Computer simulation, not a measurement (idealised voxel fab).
Process module under the name voxel self aligned contacts
Xsec cut, 150 nm wide, square cell size 5 nm.
For the purposes of this document, a cross-section shall be understood as a grid of square cells, specified as bands listed in top-to-bottom order, each band consisting of one or more rows of cells.
Quick guide to a band line: top height, bottom height (nm) up front; then every material left to right with its width in nm. Only one material and it's marked "all across"? Then it fills the band edge to edge. And "blank" just means empty space.
Heads up on the height convention: 0 is the point under which the incoming wafer is all one material, and the lowest band has no bottom, it just keeps going down, like "0 -> down".
A width given as "30..40" starts at the first number in the band's top row and ends at the second number in its bottom row, shifting by an equal amount at every step from row to row.
No cell of the cross-section changed in a step that is given as "nothing different".
"Unvented internal voids" means: voids of 8 cells or more that are shut off from the top with no open way through. Written width x height at distance, distance from the left edge, in nm.
The remark found on a step's line after its settings is issued by the simulator itself and pertains to that step.
overlay nm, on a step with a mask: how far to the right of its planned place the mask lay; to the left if negative
[The process steps that were planned are listed below]
1 RECEIVE: material Si
2 OXIDIZE: depth nm 5
3 DIRECTIONAL_DEP: material polySi, thk nm 20
4 DIRECTIONAL_DEP: material SiN, thk nm 20
5 MASKED_ETCH: tone cover, mask id GATE, width nm 35, pitch nm 80, etch materials SiN, depth nm 20, overlay nm 0
6 MASKED_ETCH: tone cover, mask id GATE, width nm 35, pitch nm 80, etch materials polySi, depth nm 20, overlay nm 0
7 CONFORMAL_DEP: material SiN, thk nm 10
8 DIRECTIONAL_ETCH: etch materials SiN, depth nm 10
9 FILL_DEP: material SiO2, thk nm 10
10 CMP: height nm 45
11 DIRECTIONAL_DEP: material aC, thk nm 10
12 PATTERN: tone open, mask id CONTACT, material resist, width nm 65, thk nm 30, overlay nm 0
13 DIRECTIONAL_ETCH: etch materials aC, depth nm 10
14 STRIP: etch materials resist
15 DIRECTIONAL_ETCH: etch materials SiO2, depth nm 50
16 STRIP: etch materials aC
17 CONFORMAL_DEP: material TiN, thk nm 5
18 FILL_DEP: material W, thk nm 10
19 CMP: height nm 45
20 CONFORMAL_DEP: material SiN, thk nm 5
[So this is the incoming wafer in cross-section - it's already been through step 1]
	0 -> down | Si all across
	Unvented internal voids: none
[Wafer cross-section at module end: first of two, run to plan]
	50 -> 45 | SiN all across
	45 -> 40 | SiO2: 40; TiN: 25; W: 15; TiN: 25; SiO2: 45
	40 -> 20 | SiO2: 5; SiN: 55; TiN: 5; W: 15; TiN: 5; SiN: 55; SiO2: 10
	20 -> 0 | SiO2: 5; SiN: 10; polySi: 35; SiN: 10; TiN: 5; W: 15; TiN: 5; SiN: 10; polySi: 35; SiN: 10; SiO2: 10
	0 -> -5 | SiO2: 60; TiN: 25; SiO2: 65
	-5 -> down | Si all across
	Unvented internal voids: none
[Second wafer of the two, sectioned at the end of the module. It began like the first and followed the same plan, but one mistake was made while running it]
	50 -> 45 | SiN all across
	45 -> 40 | SiO2: 40; TiN: 65; SiO2: 45
	40 -> 20 | SiN: 25; SiO2: 15; SiN: 65; SiO2: 15; SiN: 30
	20 -> 0 | polySi all across
	0 -> -5 | SiO2 all across
	-5 -> down | Si all across
	Unvented internal voids: none
Nonconformance to the process plan: step 5 ran as: MASKED_ETCH: tone open, mask id GATE, width nm 35, pitch nm 80, etch materials SiN, depth nm 20, overlay nm 0
At the finish, the second wafer shows more or fewer cells for some materials than the first does: -24 SiN, +5 SiO2, -18 TiN, -27 W, +64 polySi
